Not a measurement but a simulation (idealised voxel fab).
Process module under the name voxel fin reveal
We display cut, a cross-section 285 nm in width whose square cells are each 5 nm.
Cross-section format: a grid of square cells, given as bands from top to bottom; each band is one or more rows of cells. The entry gives the band's vertical extent as a top height and a bottom height in nm, then its horizontal make-up as materials from left to right, each with a width in nm. "empty" stands for empty space; a single material marked "edge to edge" fills the band edge to edge. Height datum 0, below which the as-received substrate wafer is one material. Lowest band open at the bottom, running downward: "z 0 and below". Quick explanation for "30 to 40": the width changes in equal steps down the rows of cells, from the first number in the band's top row to the second number in its bottom row. Any step labelled "no modifications" changed none of the cells in the cross-section. Look at "Completely sealed voids" for the closed voids: empty spaces with no open path to the top, sized 8 cells or up. Each is width x height at distance, distance from the left edge, all nm. On each step's line, the part that comes after the settings is the simulator's own comment on the step. overlay nm: how far to the right of its planned place the mask lay on this masked step (negative: to the left).
-- This section lists the process steps that were planned
| 1 | op RECEIVE | material Si |
| 2 | op CONFORMAL_DEP | material SiN | thk nm 10 |
| 3 | op DIRECTIONAL_DEP | material aC | thk nm 15 |
| 4 | op PATTERN | tone cover | mask id FINS | material resist | width nm 15 | pitch nm 45 | thk nm 35 | overlay nm 0 |
| 5 | op DIRECTIONAL_ETCH | etch materials aC | depth nm 15 |
| 6 | op STRIP | etch materials resist |
| 7 | op DIRECTIONAL_ETCH | etch materials SiN | depth nm 10 |
| 8 | op DIRECTIONAL_ETCH | etch materials Si | depth nm 35 |
| 9 | op STRIP | etch materials aC |
| 10 | op FILL_DEP | material SiO2 | thk nm 10 |
| 11 | op CMP | height nm 10 |
| 12 | op SELECTIVE_ETCH | etch materials SiO2 | depth nm 35 |
| 13 | op STRIP | etch materials SiN |
| 14 | op CONFORMAL_DEP | material HfO2 | thk nm 5 |
-- Shown in cross-section is the wafer as received, that is, as it stands after step 1
	z 0 and below = Si edge to edge
	Completely sealed voids: none
-- Post-module cross-section: identical start and plan to those above, one misstep in execution
	z 5 to 0 = HfO2: 95  empty: 5  HfO2: 40  empty: 5  HfO2: 40  empty: 5  HfO2: 95
	z 0 to -20 = Si: 90  HfO2: 5  empty: 5  HfO2: 5  Si: 30  HfO2: 5  empty: 5  HfO2: 5  Si: 30  HfO2: 5  empty: 5  HfO2: 5  Si: 90
	z -20 to -25 = Si: 90  HfO2: 15  Si: 30  HfO2: 15  Si: 30  HfO2: 15  Si: 90
	z -25 to -35 = Si: 90  SiO2: 15  Si: 30  SiO2: 15  Si: 30  SiO2: 15  Si: 90
	z -35 and below = Si edge to edge
	Completely sealed voids: none
Heads up, the wafer didn't run the way we planned it: it should be noted that step 4 was executed with settings other than those planned, the operation and settings actually applied being op PATTERN | tone open | mask id FINS | material resist | width nm 15 | pitch nm 45 | thk nm 35 | overlay nm 0
